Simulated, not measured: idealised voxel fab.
process module | voxel trench capacitor
cross-section cut | 285 nm wide | cells 5 nm
A cross-section is a grid of square cells, given in bands from the top down. A band is one or more rows of cells.
Each band's line starts with the height of the band's top and of its bottom, in nm. Then come its materials from left to right, each with its width in nm. One material with "throughout" fills the band from edge to edge. "air" is empty space.
Height 0 is the level under which the wafer as received is all one material. The lowest band goes on downwards, as in "0 down".
A width such as "30 to 40" changes by the same amount from each row of cells to the next, from the band's top row to its bottom row.
"no change" after a step means that no cell of the cross-section changed.
closed voids: empty space of 8 cells or more with no open way to the top, each as width x height at its distance from the left edge, in nm
after a step's settings: what the simulator itself notes on the step
overlay nm, on a step with a mask: how far to the right of its planned place the mask lay; to the left if negative
plan
1 op RECEIVE | material Si
2 op CONFORMAL_DEP | material SiN | thk nm 5
3 op MASKED_ETCH | tone open | mask id TRENCH | width nm 25 | pitch nm 40 | etch materials SiN | depth nm 5 | overlay nm 0
4 op MASKED_ETCH | tone open | mask id TRENCH | width nm 25 | pitch nm 40 | etch materials Si | depth nm 35 | overlay nm 0
5 op CONFORMAL_DEP | material Al2O3 | thk nm 5
6 op CONFORMAL_DEP | material TiN | thk nm 5
7 op FILL_DEP | material W | thk nm 10
8 op CMP | height nm 5
as received, after step 1
  0 down: Si throughout
  closed voids: none
a wafer at the end: this start, this plan, one mistake
  5 to 0: Al2O3 70 | SiN 25 | Al2O3 15 | SiN 25 | Al2O3 15 | SiN 25 | Al2O3 15 | SiN 25 | Al2O3 70
  0 down: Si throughout
  closed voids: none
what went wrong: step 3 ran as: op MASKED_ETCH | tone cover | mask id TRENCH | width nm 25 | pitch nm 40 | etch materials SiN | depth nm 5 | overlay nm 0
